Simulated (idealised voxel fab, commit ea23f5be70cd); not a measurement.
The name of this process module is voxel tone inversion.
The width of the displayed cross-section, cut, is 270 nm; its cells are square, with a size of 5 nm.
When this document writes out a cross-section, it uses a grid of square cells and lists it as bands, beginning at the top and moving down, with a band standing for one or more rows of cells.
Basically the band line says how high the top is and how high the bottom is, in nm, and then what's in it from left to right, every material with its width in nm. Empty space shows up as "empty", and if a single material carries "full width" it runs the full band edge to edge.
The level at which height equals 0 is the one under which the wafer, as it arrives, is entirely one material. No lower edge exists for the bottom band, which continues downward and is notated as in "0 down".
Read "30 to 40" as a graded width: first number on top, second number at the bottom, same change between each pair of neighbouring rows.
Where the words "identical to before" appear for a step, the cross-section shows no cell changed by that step; every cell remained as before.
Look at "Enclosed internal cavities" for the closed voids: empty spaces with no open path to the top, sized 8 cells or up. Each is width x height at distance, distance from the left edge, all nm.
Formally, on a step line, whatever follows the settings is a remark that the simulator itself makes on the step.
Steps that use a mask can have "overlay nm" on their line. It says how far the mask sat to the right of where it was meant to be. Negative means to the left.
Process steps (planned):
step 1: RECEIVE | material Si
step 2: CONFORMAL_DEP | material SiCN | thk nm 5
step 3: DIRECTIONAL_DEP | material aC | thk nm 15
step 4: PATTERN | tone cover | mask id POSTS | material resist | width nm 25 | pitch nm 55 | thk nm 20 | overlay nm 0
step 5: DIRECTIONAL_ETCH | etch materials aC | depth nm 15
step 6: STRIP | etch materials resist
step 7: FILL_DEP | material lowk | thk nm 5
step 8: CMP | height nm 20
step 9: STRIP | etch materials aC
Received-state cross-section, reflecting completion of step 1:
    0 down  Si full width
    Enclosed internal cavities: none
The first of the two wafers as seen in cross-section once the module was finished; processing followed the plan:
    20 to 5  lowk (65), then empty (25), then lowk (30), then empty (25), then lowk (30), then empty (25), then lowk (70)
    5 to 0  SiCN full width
    0 down  Si full width
    Enclosed internal cavities: none
End-of-module cross-section of the second wafer: identical starting point and process plan to the first, with one processing mistake:
    20 to 15  lowk full width
    15 to 0  lowk (65), then aC (25), then lowk (30), then aC (25), then lowk (30), then aC (25), then lowk (70)
    0 down  Si full width
    Enclosed internal cavities: none
Here's what went sideways: step 2 of the plan was omitted and not executed
at the end the second wafer has, in cells: -54 SiCN, +45 aC, +54 lowk
